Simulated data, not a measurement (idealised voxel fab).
process module | voxel self aligned contacts
cross-section cut | 240 nm wide | cells 5 nm
A cross-section is a grid of square cells, given in bands from the top down. A band is one or more rows of cells.
Each band's line starts with the height of the band's top and of its bottom, in nm. Then come its materials from left to right, each with its width in nm. One material with "throughout" fills the band from edge to edge. "air" is empty space.
Height 0 is the level under which the wafer as received is all one material. The lowest band goes on downwards, as in "0 down".
A width such as "30 to 40" changes by the same amount from each row of cells to the next, from the band's top row to its bottom row.
"no change" after a step means that no cell of the cross-section changed.
closed voids: empty space of 8 cells or more with no open way to the top, each as width x height at its distance from the left edge, in nm
after a step's settings: what the simulator itself notes on the step
overlay nm, on a step with a mask: how far to the right of its planned place the mask lay; to the left if negative
plan
1 op RECEIVE | material Si
2 op OXIDIZE | depth nm 5
3 op DIRECTIONAL_DEP | material polySi | thk nm 20
4 op DIRECTIONAL_DEP | material SiN | thk nm 20
5 op DIRECTIONAL_DEP | material aC | thk nm 15
6 op PATTERN | tone cover | mask id GATE | material resist | width nm 30 | pitch nm 70 | thk nm 30 | overlay nm 0
7 op DIRECTIONAL_ETCH | etch materials aC | depth nm 15
8 op STRIP | etch materials resist
9 op DIRECTIONAL_ETCH | etch materials SiN | depth nm 20
10 op DIRECTIONAL_ETCH | etch materials polySi | depth nm 20
11 op STRIP | etch materials aC
12 op CONFORMAL_DEP | material SiN | thk nm 10
13 op DIRECTIONAL_ETCH | etch materials SiN | depth nm 10
14 op FILL_DEP | material SiO2 | thk nm 20
15 op CMP | height nm 50
16 op PATTERN | tone open | mask id CONTACT | material resist | width nm 50 | thk nm 20 | overlay nm -15
17 op DIRECTIONAL_ETCH | etch materials SiO2 | depth nm 55
18 op STRIP | etch materials resist
19 op CONFORMAL_DEP | material TiN | thk nm 5
20 op FILL_DEP | material W | thk nm 10
21 op CMP | height nm 50
22 op CONFORMAL_DEP | material SiCN | thk nm 5
varied across the wafers: overlay nm of step 16. The plan shows the first wafer's value. All wafers start alike
first wafer as received, after step 1
  0 down: Si throughout
  closed voids: none
first wafer at the end, after step 22
  55 to 50: SiCN throughout
  50 to 40: SiO2 80 | TiN 5 to 35 | W 40 to 10 | TiN 5 | SiO2 110
  40 to 20: SiO2 60 | SiN 50 | TiN 5 | W 10 | TiN 5 | SiN 50 | SiO2 60
  20 to 0: SiO2 60 | SiN 10 | polySi 30 | SiN 10 | TiN 5 | W 10 | TiN 5 | SiN 10 | polySi 30 | SiN 10 | SiO2 60
  0 to -5: SiO2 110 | TiN 20 | SiO2 110
  -5 down: Si throughout
  closed voids: none
last wafer at the end
  55 to 50: SiCN throughout
  50 to 40: SiO2 110 | TiN 5 | W 40 to 10 | TiN 5 to 35 | SiO2 80
  40 to 20: SiO2 60 | SiN 50 | TiN 5 | W 10 | TiN 5 | SiN 50 | SiO2 60
  20 to 0: SiO2 60 | SiN 10 | polySi 30 | SiN 10 | TiN 5 | W 10 | TiN 5 | SiN 10 | polySi 30 | SiN 10 | SiO2 60
  0 to -5: SiO2 110 | TiN 20 | SiO2 110
  -5 down: Si throughout
  closed voids: none
each wafer at the end: cells of each material gained (+) or lost (-) since it was received, then its closed voids
overlay nm -15 | -48 Si | +48 SiCN | +112 SiN | +312 SiO2 | +30 TiN | +26 W | +48 polySi | closed voids: none
overlay nm -10 | -48 Si | +48 SiCN | +112 SiN | +312 SiO2 | +30 TiN | +26 W | +48 polySi | closed voids: none
overlay nm -5 | -48 Si | +48 SiCN | +112 SiN | +312 SiO2 | +30 TiN | +26 W | +48 polySi | closed voids: none
overlay nm 0 | -48 Si | +48 SiCN | +112 SiN | +312 SiO2 | +30 TiN | +26 W | +48 polySi | closed voids: none
overlay nm 5 | -48 Si | +48 SiCN | +112 SiN | +312 SiO2 | +30 TiN | +26 W | +48 polySi | closed voids: none
overlay nm 10 | -48 Si | +48 SiCN | +112 SiN | +312 SiO2 | +30 TiN | +26 W | +48 polySi | closed voids: none
overlay nm 15 | -48 Si | +48 SiCN | +112 SiN | +312 SiO2 | +30 TiN | +26 W | +48 polySi | closed voids: none
